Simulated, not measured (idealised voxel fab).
The document below concerns the process module designated voxel self aligned vias.
In the cross-section labelled cut, the width is 280 nm and each square cell is 5 nm.
Cross-section = grid of square cells, listed top down in bands; band = one or more rows.
Top, bottom (nm), then materials left to right with widths (nm); lone material tagged "everywhere" fills the whole band edge to edge; "air" = empty space.
Zero point of the height axis is 0; under it, received wafer = one material. Lowest band: continues down indefinitely, "0 and below".
So if you see something like "30->40" for the width, read it as the top row of the band sitting at the first number and the bottom row at the second, with every row in between moving by the same amount as the last.
Any step labelled "nothing altered" changed none of the cells in the cross-section.
The entry titled "Closed internal voids" provides the empty spaces that have no open way to the top, restricted to those of 8 cells or more. Each is presented as width x height at distance, the distance being measured from the left edge, with all three in nm.
Anything after a step's settings on that line? It's the simulator's own note about the step.
overlay nm: for a step with a mask, the amount by which the mask lay right of where it was planned; a negative amount means left of it.
-- Process steps - plan
| 1 | op RECEIVE | material Si |
| 2 | op CONFORMAL_DEP | material SiO2 | thk nm 10 |
| 3 | op CONFORMAL_DEP | material SiCN | thk nm 5 |
| 4 | op DIRECTIONAL_DEP | material SiO2 | thk nm 25 |
| 5 | op PATTERN | tone open | mask id LINES | material resist | width nm 20 | pitch nm 50 | thk nm 15 | overlay nm 0 |
| 6 | op DIRECTIONAL_ETCH | etch materials SiO2 | depth nm 25 |
| 7 | op STRIP | etch materials resist |
| 8 | op CONFORMAL_DEP | material TiN | thk nm 5 |
| 9 | op FILL_DEP | material Ru | thk nm 10 |
| 10 | op CMP | height nm 40 |
| 11 | op SELECTIVE_ETCH | etch materials W Ru TiN | depth nm 5 |
| 12 | op FILL_DEP | material SiN | thk nm 10 |
| 13 | op CMP | height nm 40 |
| 14 | op DIRECTIONAL_DEP | material SiO2 | thk nm 20 |
| 15 | op MASKED_ETCH | tone open | mask id VIAS | width nm 30 | pitch nm 50 | etch materials SiO2 | depth nm 20 | overlay nm 0 |
| 16 | op MASKED_ETCH | tone open | mask id VIAS | width nm 30 | pitch nm 50 | etch materials SiN | depth nm 5 | overlay nm 0 |
| 17 | op CONFORMAL_DEP | material TiN | thk nm 5 |
| 18 | op FILL_DEP | material W | thk nm 10 |
| 19 | op CMP | height nm 60 |
| 20 | op CONFORMAL_DEP | material SiCN | thk nm 5 |
-- The cross-section here shows the wafer as received, i.e. in its state after step 1
* 0 and below: Si everywhere
* Closed internal voids: none
-- Cross-sectional view of the first of the two wafers upon completion of the module, processed in accordance with the plan
* 65 down to 60: SiCN everywhere
* 60 down to 45: SiO2 75 / TiN 5 / W 20 / TiN 5 / SiO2 20 / TiN 5 / W 20 / TiN 5 / SiO2 20 / TiN 5 / W 20 / TiN 5 / SiO2 75
* 45 down to 40: SiO2 75 / TiN 10 / W 10 / TiN 10 / SiO2 20 / TiN 10 / W 10 / TiN 10 / SiO2 20 / TiN 10 / W 10 / TiN 10 / SiO2 75
* 40 down to 35: SiO2 80 / TiN 20 / SiO2 30 / TiN 20 / SiO2 30 / TiN 20 / SiO2 80
* 35 down to 20: SiO2 80 / TiN 5 / Ru 10 / TiN 5 / SiO2 30 / TiN 5 / Ru 10 / TiN 5 / SiO2 30 / TiN 5 / Ru 10 / TiN 5 / SiO2 80
* 20 down to 15: SiO2 80 / TiN 20 / SiO2 30 / TiN 20 / SiO2 30 / TiN 20 / SiO2 80
* 15 down to 10: SiCN everywhere
* 10 down to 0: SiO2 everywhere
* 0 and below: Si everywhere
* Closed internal voids: none
-- This cross-section belongs to the second wafer of two at the end of the module; the start and the plan were shared with the first, and the run included one mistake
* 75 down to 70: SiCN everywhere
* 70 down to 65: W everywhere
* 65 down to 60: TiN 80 / W 20 / TiN 30 / W 20 / TiN 30 / W 20 / TiN 80
* 60 down to 45: SiO2 75 / TiN 5 / W 20 / TiN 5 / SiO2 20 / TiN 5 / W 20 / TiN 5 / SiO2 20 / TiN 5 / W 20 / TiN 5 / SiO2 75
* 45 down to 40: SiO2 75 / TiN 10 / W 10 / TiN 10 / SiO2 20 / TiN 10 / W 10 / TiN 10 / SiO2 20 / TiN 10 / W 10 / TiN 10 / SiO2 75
* 40 down to 35: SiO2 80 / TiN 20 / SiO2 30 / TiN 20 / SiO2 30 / TiN 20 / SiO2 80
* 35 down to 20: SiO2 80 / TiN 5 / Ru 10 / TiN 5 / SiO2 30 / TiN 5 / Ru 10 / TiN 5 / SiO2 30 / TiN 5 / Ru 10 / TiN 5 / SiO2 80
* 20 down to 15: SiO2 80 / TiN 20 / SiO2 30 / TiN 20 / SiO2 30 / TiN 20 / SiO2 80
* 15 down to 10: SiCN everywhere
* 10 down to 0: SiO2 everywhere
* 0 and below: Si everywhere
* Closed internal voids: none
Here's what went sideways: step 19 did not happen as planned, as run it was op CMP | height nm 70
Count the cells at the end and the second wafer has more or fewer of some materials than the first: +44 TiN; +68 W
